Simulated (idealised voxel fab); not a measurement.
process module | voxel air gaps
cross-section cut | 265 nm wide | cells 5 nm
A cross-section is a grid of square cells, given in bands from the top down. A band is one or more rows of cells.
Each band's line starts with the height of the band's top and of its bottom, in nm. Then come its materials from left to right, each with its width in nm. One material with "throughout" fills the band from edge to edge. "air" is empty space.
Height 0 is the level under which the wafer as received is all one material. The lowest band goes on downwards, as in "0 down".
A width such as "30 to 40" changes by the same amount from each row of cells to the next, from the band's top row to its bottom row.
"no change" after a step means that no cell of the cross-section changed.
closed voids: empty space of 8 cells or more with no open way to the top, each as width x height at its distance from the left edge, in nm
after a step's settings: what the simulator itself notes on the step
overlay nm, on a step with a mask: how far to the right of its planned place the mask lay; to the left if negative
plan
1 op RECEIVE | material Si
2 op CONFORMAL_DEP | material SiO2 | thk nm 15
3 op CONFORMAL_DEP | material SiN | thk nm 5
4 op DIRECTIONAL_DEP | material SiO2 | thk nm 40
5 op DIRECTIONAL_DEP | material aC | thk nm 15
6 op PATTERN | tone open | mask id LINES | material resist | width nm 15 | pitch nm 55 | thk nm 35 | overlay nm 0
7 op DIRECTIONAL_ETCH | etch materials aC | depth nm 15
8 op STRIP | etch materials resist
9 op DIRECTIONAL_ETCH | etch materials SiO2 | depth nm 40
10 op STRIP | etch materials aC
11 op CONFORMAL_DEP | material TiN | thk nm 5
12 op FILL_DEP | material W | thk nm 10
13 op CMP | height nm 60
14 op EPI | material Ru | thk nm 10
15 op SELECTIVE_ETCH | etch materials SiO2 | depth nm 50
16 op CONFORMAL_DEP | material SiCN | thk nm 5
varied across the wafers: width nm of step 6. The plan shows the first wafer's value. All wafers start alike
first wafer as received, after step 1
  0 down: Si throughout
  closed voids: none
first wafer at the end, after step 16
  75 to 70: air 25 | SiCN 45 | air 10 | SiCN 45 | air 10 | SiCN 45 | air 10 | SiCN 45 | air 30
  70 to 60: air 25 | SiCN 5 | Ru 35 | SiCN 5 | air 10 | SiCN 5 | Ru 35 | SiCN 5 | air 10 | SiCN 5 | Ru 35 | SiCN 5 | air 10 | SiCN 5 | Ru 35 | SiCN 5 | air 30
  60 to 55: air 25 | SiCN 15 | TiN 5 | W 5 | TiN 5 | SiCN 15 | air 10 | SiCN 15 | TiN 5 | W 5 | TiN 5 | SiCN 15 | air 10 | SiCN 15 | TiN 5 | W 5 | TiN 5 | SiCN 15 | air 10 | SiCN 15 | TiN 5 | W 5 | TiN 5 | SiCN 15 | air 30
  55 to 25: air 35 | SiCN 5 | TiN 5 | W 5 | TiN 5 | SiCN 5 | air 30 | SiCN 5 | TiN 5 | W 5 | TiN 5 | SiCN 5 | air 30 | SiCN 5 | TiN 5 | W 5 | TiN 5 | SiCN 5 | air 30 | SiCN 5 | TiN 5 | W 5 | TiN 5 | SiCN 5 | air 40
  25 to 20: SiCN 40 | TiN 15 | SiCN 40 | TiN 15 | SiCN 40 | TiN 15 | SiCN 40 | TiN 15 | SiCN 45
  20 to 15: SiN throughout
  15 to 0: SiO2 throughout
  0 down: Si throughout
  closed voids: none
last wafer at the end
  75 to 70: air 15 | SiCN 235 | air 15
  70 to 60: air 15 | SiCN 5 | Ru 225 | SiCN 5 | air 15
  60 to 55: air 15 | SiCN 15 | TiN 5 | W 30 | TiN 5 | SiO2 15 | TiN 5 | W 30 | TiN 5 | SiO2 15 | TiN 5 | W 30 | TiN 5 | SiO2 15 | TiN 5 | W 30 | TiN 5 | SiCN 15 | air 15
  55 to 25: air 25 | SiCN 5 | TiN 5 | W 30 | TiN 5 | SiO2 15 | TiN 5 | W 30 | TiN 5 | SiO2 15 | TiN 5 | W 30 | TiN 5 | SiO2 15 | TiN 5 | W 30 | TiN 5 | SiCN 5 | air 25
  25 to 20: SiCN 30 | TiN 40 | SiO2 15 | TiN 40 | SiO2 15 | TiN 40 | SiO2 15 | TiN 40 | SiCN 30
  20 to 15: SiN throughout
  15 to 0: SiO2 throughout
  0 down: Si throughout
  closed voids: none
each wafer at the end: cells of each material gained (+) or lost (-) since it was received, then its closed voids
width nm 15 | +56 Ru | +165 SiCN | +53 SiN | +159 SiO2 | +68 TiN | +28 W | closed voids: none
width nm 20 | +64 Ru | +165 SiCN | +53 SiN | +159 SiO2 | +72 TiN | +56 W | closed voids: none
width nm 25 | +72 Ru | +165 SiCN | +53 SiN | +159 SiO2 | +76 TiN | +84 W | closed voids: 20 x 30 at 65; 20 x 30 at 120; 20 x 30 at 175
width nm 30 | +80 Ru | +153 SiCN | +53 SiN | +159 SiO2 | +80 TiN | +112 W | closed voids: 15 x 30 at 70; 15 x 30 at 125; 15 x 30 at 180
width nm 35 | +88 Ru | +81 SiCN | +53 SiN | +255 SiO2 | +84 TiN | +140 W | closed voids: none
width nm 40 | +90 Ru | +81 SiCN | +53 SiN | +231 SiO2 | +88 TiN | +168 W | closed voids: none
